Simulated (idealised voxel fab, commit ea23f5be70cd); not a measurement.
Module name: voxel gate over fins (process module)
For reference, the cross-section in this document is cut, with width 155 nm and square cells of 5 nm.
Cross-section, as written here: a square-cell grid given band by band from the top down, where a band holds one or more rows of cells.
Basically the band line says how high the top is and how high the bottom is, in nm, and then what's in it from left to right, every material with its width in nm. Empty space shows up as "air", and if a single material carries "everywhere" it runs the full band edge to edge.
Convention: height 0 is the level below which the wafer, as received, is all one material. The lowest band does not terminate at the bottom but continues downward, represented as "0 nm and below".
Width "30 to 40": first value at the band's top row of cells, second value at its bottom row, equal change from row to row.
For the purposes of this document, the phrase "no change" attached to a step denotes that no cell within the cross-section was modified by that step.
In "Closed void roster" the enclosed voids are listed, meaning empty spaces of 8 cells or larger without any opening to the top. The form is width x height at distance, distance from the left edge, units nm.
What comes after the settings on a step's line is commentary from the simulator itself on that step.
overlay nm: mask right of planned place by this much (step with mask). Neg. = left.

Steps planned for the process:
1 RECEIVE [material Si]
2 CONFORMAL_DEP [material SiN] [thk nm 5]
3 MASKED_ETCH [tone cover] [mask id FINS] [width nm 15] [pitch nm 50] [etch materials SiN] [depth nm 5] [overlay nm 0]
4 MASKED_ETCH [tone cover] [mask id FINS] [width nm 15] [pitch nm 50] [etch materials Si] [depth nm 30] [overlay nm 0]
5 FILL_DEP [material SiO2] [thk nm 5]
6 CMP [height nm 5]
7 DIRECTIONAL_DEP [material aC] [thk nm 10]
8 PATTERN [tone open] [mask id RAIL] [material resist] [width nm 15] [thk nm 30] [overlay nm 0]
9 DIRECTIONAL_ETCH [etch materials aC] [depth nm 10]
10 STRIP [etch materials resist]
11 DIRECTIONAL_ETCH [etch materials SiO2] [depth nm 30]
12 STRIP [etch materials aC]
13 CONFORMAL_DEP [material TiN] [thk nm 5]
14 FILL_DEP [material W] [thk nm 10]
15 CMP [height nm 5]
16 SELECTIVE_ETCH [etch materials W Ru TiN] [depth nm 20]
17 FILL_DEP [material SiO2] [thk nm 5]
18 CMP [height nm 5]
19 SELECTIVE_ETCH [etch materials SiO2] [depth nm 15]
20 STRIP [etch materials SiN]
21 CONFORMAL_DEP [material HfO2] [thk nm 5]
22 CONFORMAL_DEP [material TiN] [thk nm 5]
23 FILL_DEP [material W] [thk nm 10]
24 CMP [height nm 15]
25 CONFORMAL_DEP [material SiCN] [thk nm 10]

Wafer cross-section on receipt, i.e. after step 1:
* 0 nm and below = Si everywhere
* Closed void roster: none

Final wafer profile in cross-section after the module, from the same start and plan as above, with one mistake made during processing:
* 25 nm to 15 nm = SiCN everywhere
* 15 nm to 10 nm = W everywhere
* 10 nm to 5 nm = 10 W  35 TiN  15 W  35 TiN  15 W  35 TiN  10 W
* 5 nm to 0 nm = 10 W  5 TiN  25 HfO2  5 TiN  15 W  5 TiN  25 HfO2  5 TiN  15 W  5 TiN  25 HfO2  5 TiN  10 W
* 0 nm to -5 nm = 15 TiN  5 HfO2  15 Si  5 HfO2  25 TiN  5 HfO2  15 Si  5 HfO2  25 TiN  5 HfO2  15 Si  5 HfO2  15 TiN
* -5 nm to -10 nm = 20 HfO2  15 Si  35 HfO2  15 Si  35 HfO2  15 Si  20 HfO2
* -10 nm to -15 nm = 20 SiO2  15 Si  35 SiO2  15 Si  35 SiO2  15 Si  20 SiO2
* -15 nm to -20 nm = 20 SiO2  15 Si  5 SiO2  5 TiN  15 W  5 TiN  5 SiO2  15 Si  35 SiO2  15 Si  20 SiO2
* -20 nm to -25 nm = 20 SiO2  15 Si  5 SiO2  25 TiN  5 SiO2  15 Si  35 SiO2  15 Si  20 SiO2
* -25 nm to -30 nm = 20 SiO2  15 Si  35 SiO2  15 Si  35 SiO2  15 Si  20 SiO2
* -30 nm and below = Si everywhere
* Closed void roster: none
Nonconformance to the process plan: step 8 did not use the planned setting and instead ran as PATTERN [tone open] [mask id RAIL] [material resist] [width nm 25] [thk nm 30] [overlay nm 0]
